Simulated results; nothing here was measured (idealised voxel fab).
Process module under the name voxel wiring stack
Displayed cross-section: cut, width of 265 nm, square cells sized 5 nm.
In what follows, cross-sections appear as grids of square cells, described through bands that run from the top down, where every band is one or more rows of cells.
Band: top height; bottom height; in nm. Then, left to right: material with width in nm, for each material. "full width": a single material spanning edge to edge. "empty": empty space.
Convention: height 0 is the level below which the wafer, as received, is all one material. The lowest band does not terminate at the bottom but continues downward, represented as "from 0 down".
The expression "30->40" gives the width at the extremes of the band, the first number at its top row of cells and the second at its bottom row, with the width changing by equal amounts from each row to the next in between.
Reading "no change" for a step: not a cell of the cross-section changed in it.
"Closed void register" enumerates empty spaces isolated from the top, with no open way to it, that contain at least 8 cells, giving each as width x height at distance from the left edge, all three in nm.
Note: text after step settings on the step line = simulator remark on that step.
A step's line can hold "overlay nm"; with a mask on that step, the setting says how far right of the planned place the mask lay, while a negative setting says it lay to the left.
-- Below is the list of planned process steps
1. RECEIVE | material Si
2. CONFORMAL_DEP | material SiO2 | thk nm 10
3. CONFORMAL_DEP | material SiN | thk nm 5
4. DIRECTIONAL_DEP | material lowk | thk nm 25
5. MASKED_ETCH | tone open | mask id METAL_1 | width nm 20 | pitch nm 40 | etch materials lowk | depth nm 25 | overlay nm 0
6. MASKED_ETCH | tone open | mask id METAL_1 | width nm 20 | pitch nm 40 | etch materials SiN | depth nm 5 | overlay nm 0
7. CONFORMAL_DEP | material TiN | thk nm 5
8. FILL_DEP | material W | thk nm 10
9. CMP | height nm 40
10. CONFORMAL_DEP | material SiCN | thk nm 5
11. DIRECTIONAL_DEP | material lowk | thk nm 20
12. PATTERN | tone open | mask id PLUG_1 | material resist | width nm 15 | thk nm 20 | overlay nm 0
13. DIRECTIONAL_ETCH | etch materials lowk | depth nm 20
14. DIRECTIONAL_ETCH | etch materials SiCN | depth nm 5
15. STRIP | etch materials resist
16. EPI | material Ru | thk nm 10
17. EPI | material Ru | thk nm 10
18. EPI | material Ru | thk nm 5
19. DIRECTIONAL_DEP | material TiN | thk nm 5
20. DIRECTIONAL_DEP | material Ru | thk nm 15
21. PATTERN | tone cover | mask id METAL_2 | material resist | width nm 20 | pitch nm 40 | thk nm 15 | overlay nm 0
22. DIRECTIONAL_ETCH | etch materials Ru | depth nm 15
23. DIRECTIONAL_ETCH | etch materials TiN | depth nm 5
24. STRIP | etch materials resist
25. CONFORMAL_DEP | material SiN | thk nm 5
26. FILL_DEP | material SiO2 | thk nm 10
27. CMP | height nm 85
28. CONFORMAL_DEP | material SiCN | thk nm 5
29. DIRECTIONAL_DEP | material lowk | thk nm 15
30. PATTERN | tone open | mask id PLUG_2 | material resist | width nm 15 | pitch nm 40 | thk nm 15 | overlay nm 0
31. DIRECTIONAL_ETCH | etch materials lowk | depth nm 15
32. DIRECTIONAL_ETCH | etch materials SiCN | depth nm 5
33. STRIP | etch materials resist
34. EPI | material Ru | thk nm 10
35. EPI | material Ru | thk nm 10
36. DIRECTIONAL_DEP | material TiN | thk nm 5
37. DIRECTIONAL_DEP | material W | thk nm 25
38. DIRECTIONAL_DEP | material aC | thk nm 10
39. PATTERN | tone cover | mask id METAL_3 | material resist | width nm 20 | pitch nm 40 | thk nm 30 | overlay nm 0
40. DIRECTIONAL_ETCH | etch materials aC | depth nm 10
41. STRIP | etch materials resist
42. DIRECTIONAL_ETCH | etch materials W | depth nm 25
43. DIRECTIONAL_ETCH | etch materials TiN | depth nm 5
44. STRIP | etch materials aC
45. FILL_DEP | material SiO2 | thk nm 10
46. CMP | height nm 135
47. CONFORMAL_DEP | material SiCN | thk nm 5
-- Incoming wafer, cross-sectional view, post step 1
    from 0 down = Si full width
    Closed void register: none
-- This is how the wafer looks in cross-section once the module is done, given the starting state and plan above and one mistake in carrying the plan out
    from 140 to 135 = SiCN full width
    from 135 to 110 = 100 of SiO2 / 20 of W / 20 of SiO2 / 20 of W / 105 of SiO2
    from 110 to 105 = 100 of SiO2 / 20 of TiN / 20 of SiO2 / 20 of TiN / 105 of SiO2
    from 105 to 90 = 100 of lowk / 15 of Ru / 25 of lowk / 15 of Ru / 110 of lowk
    from 90 to 85 = 100 of SiCN / 15 of Ru / 25 of SiCN / 15 of Ru / 110 of SiCN
    from 85 to 70 = 95 of SiO2 / 5 of SiN / 20 of Ru / 5 of SiN / 10 of SiO2 / 5 of SiN / 20 of Ru / 5 of SiN / 100 of SiO2
    from 70 to 65 = 100 of SiN / 20 of TiN / 20 of SiN / 20 of TiN / 105 of SiN
    from 65 to 45 = 100 of lowk / 15 of Ru / 150 of lowk
    from 45 to 40 = 100 of SiCN / 15 of Ru / 150 of SiCN
    from 40 to 35 = 100 of SiN / 20 of TiN / 20 of SiN / 20 of TiN / 105 of SiN
    from 35 to 10 = lowk full width
    from 10 to 0 = SiO2 full width
    from 0 down = Si full width
    Closed void register: none
Here's what went sideways: deviation from plan: step 4 and step 3 executed in one another's positions
